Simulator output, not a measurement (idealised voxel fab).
The document below concerns the process module designated voxel trench capacitor.
The cross-section on display is named cut; it measures 250 nm wide, and its cells are 5 nm squares.
Heads up, the way a cross-section reads in here is a grid of square cells, handed over as bands from the top down, with every band being one or more rows of cells.
It is stipulated that each band's entry specify, in nanometres, the height of the top of the band and then that of its bottom, followed by the materials of the band in left-to-right sequence, each together with its width in nanometres. A single material marked by the word "throughout" is understood to fill the band from edge to edge; the word "air" is understood to denote empty space.
It should be noted that heights are counted from 0, beneath which the wafer as supplied is of one material throughout, and that the lowest band possesses no lower boundary but continues downward, as written in "from 0 down".
Width "30 to 40": first value at the band's top row of cells, second value at its bottom row, equal change from row to row.
"nothing altered", as given for a step, is the statement that not any cell of the cross-section underwent a change during that step.
Look at "closed voids" for the closed voids: empty spaces with no open path to the top, sized 8 cells or up. Each is width x height at distance, distance from the left edge, all nm.
If you see something after the settings on a step's line, that's the simulator's own remark about that step.
When a step includes a mask, the "overlay nm" setting on its line states how far to the right of its planned place that mask lay, and negative values state how far to the left.
THIS SECTION LISTS THE PROCESS STEPS THAT WERE PLANNED
1,RECEIVE,material Si
2,CONFORMAL_DEP,material SiN,thk nm 10
3,PATTERN,tone open,mask id TRENCH,material resist,width nm 30,pitch nm 55,thk nm 15,overlay nm -10
4,DIRECTIONAL_ETCH,etch materials SiN,depth nm 10
5,DIRECTIONAL_ETCH,etch materials Si,depth nm 40
6,STRIP,etch materials resist
7,CONFORMAL_DEP,material Al2O3,thk nm 5
8,CONFORMAL_DEP,material TiN,thk nm 5
9,FILL_DEP,material W,thk nm 5
10,CMP,height nm 10
All wafers enter the flow in the same state. The overlay nm at step 3 differs from wafer to wafer, and the plan gives the value for the first wafer.
CROSS-SECTION: THE FIRST OF SEVERAL WAFERS IN ITS AS-RECEIVED STATE, I.E. FOLLOWING STEP 1
    from 0 down: Si throughout
    closed voids: none
ONCE STEP 10, THE LAST STEP, IS COMPLETE, THE MODULE IS AT ITS END; THIS IS THE CROSS-SECTION OF THE FIRST OF SEVERAL WAFERS
    from 10 to 0: 15 nm SiN | 5 nm Al2O3 | 5 nm TiN | 10 nm W | 5 nm TiN | 5 nm Al2O3 | 25 nm SiN | 5 nm Al2O3 | 5 nm TiN | 10 nm W | 5 nm TiN | 5 nm Al2O3 | 25 nm SiN | 5 nm Al2O3 | 5 nm TiN | 10 nm W | 5 nm TiN | 5 nm Al2O3 | 25 nm SiN | 5 nm Al2O3 | 5 nm TiN | 10 nm W | 5 nm TiN | 5 nm Al2O3 | 40 nm SiN
    from 0 to -30: 15 nm Si | 5 nm Al2O3 | 5 nm TiN | 10 nm W | 5 nm TiN | 5 nm Al2O3 | 25 nm Si | 5 nm Al2O3 | 5 nm TiN | 10 nm W | 5 nm TiN | 5 nm Al2O3 | 25 nm Si | 5 nm Al2O3 | 5 nm TiN | 10 nm W | 5 nm TiN | 5 nm Al2O3 | 25 nm Si | 5 nm Al2O3 | 5 nm TiN | 10 nm W | 5 nm TiN | 5 nm Al2O3 | 40 nm Si
    from -30 to -35: 15 nm Si | 5 nm Al2O3 | 20 nm TiN | 5 nm Al2O3 | 25 nm Si | 5 nm Al2O3 | 20 nm TiN | 5 nm Al2O3 | 25 nm Si | 5 nm Al2O3 | 20 nm TiN | 5 nm Al2O3 | 25 nm Si | 5 nm Al2O3 | 20 nm TiN | 5 nm Al2O3 | 40 nm Si
    from -35 to -40: 15 nm Si | 30 nm Al2O3 | 25 nm Si | 30 nm Al2O3 | 25 nm Si | 30 nm Al2O3 | 25 nm Si | 30 nm Al2O3 | 40 nm Si
    from -40 down: Si throughout
    closed voids: none
END OF MODULE: CROSS-SECTION, LAST OF SEVERAL WAFERS
    from 10 to 0: 40 nm SiN | 5 nm Al2O3 | 5 nm TiN | 10 nm W | 5 nm TiN | 5 nm Al2O3 | 25 nm SiN | 5 nm Al2O3 | 5 nm TiN | 10 nm W | 5 nm TiN | 5 nm Al2O3 | 25 nm SiN | 5 nm Al2O3 | 5 nm TiN | 10 nm W | 5 nm TiN | 5 nm Al2O3 | 25 nm SiN | 5 nm Al2O3 | 5 nm TiN | 10 nm W | 5 nm TiN | 5 nm Al2O3 | 15 nm SiN
    from 0 to -30: 40 nm Si | 5 nm Al2O3 | 5 nm TiN | 10 nm W | 5 nm TiN | 5 nm Al2O3 | 25 nm Si | 5 nm Al2O3 | 5 nm TiN | 10 nm W | 5 nm TiN | 5 nm Al2O3 | 25 nm Si | 5 nm Al2O3 | 5 nm TiN | 10 nm W | 5 nm TiN | 5 nm Al2O3 | 25 nm Si | 5 nm Al2O3 | 5 nm TiN | 10 nm W | 5 nm TiN | 5 nm Al2O3 | 15 nm Si
    from -30 to -35: 40 nm Si | 5 nm Al2O3 | 20 nm TiN | 5 nm Al2O3 | 25 nm Si | 5 nm Al2O3 | 20 nm TiN | 5 nm Al2O3 | 25 nm Si | 5 nm Al2O3 | 20 nm TiN | 5 nm Al2O3 | 25 nm Si | 5 nm Al2O3 | 20 nm TiN | 5 nm Al2O3 | 15 nm Si
    from -35 to -40: 40 nm Si | 30 nm Al2O3 | 25 nm Si | 30 nm Al2O3 | 25 nm Si | 30 nm Al2O3 | 25 nm Si | 30 nm Al2O3 | 15 nm Si
    from -40 down: Si throughout
    closed voids: none
THE ROWS OF THE TABLE BELOW ARE WAFERS. LOOKING AT THE END OF THE MODULE, A ROW COUNTS, FOR EVERY MATERIAL, THE CELLS THE WAFER HAS GAINED, SHOWN AS (+), OR LOST, SHOWN AS (-), SINCE IT WAS RECEIVED; ITS CLOSED VOIDS COME NEXT
overlay nm -10; +96 Al2O3; -192 Si; +52 SiN; +80 TiN; +64 W; closed voids: none
overlay nm -5; +96 Al2O3; -192 Si; +52 SiN; +80 TiN; +64 W; closed voids: none
overlay nm 0; +96 Al2O3; -192 Si; +52 SiN; +80 TiN; +64 W; closed voids: none
overlay nm 5; +96 Al2O3; -192 Si; +52 SiN; +80 TiN; +64 W; closed voids: none
overlay nm 10; +96 Al2O3; -192 Si; +52 SiN; +80 TiN; +64 W; closed voids: none
overlay nm 15; +96 Al2O3; -192 Si; +52 SiN; +80 TiN; +64 W; closed voids: none
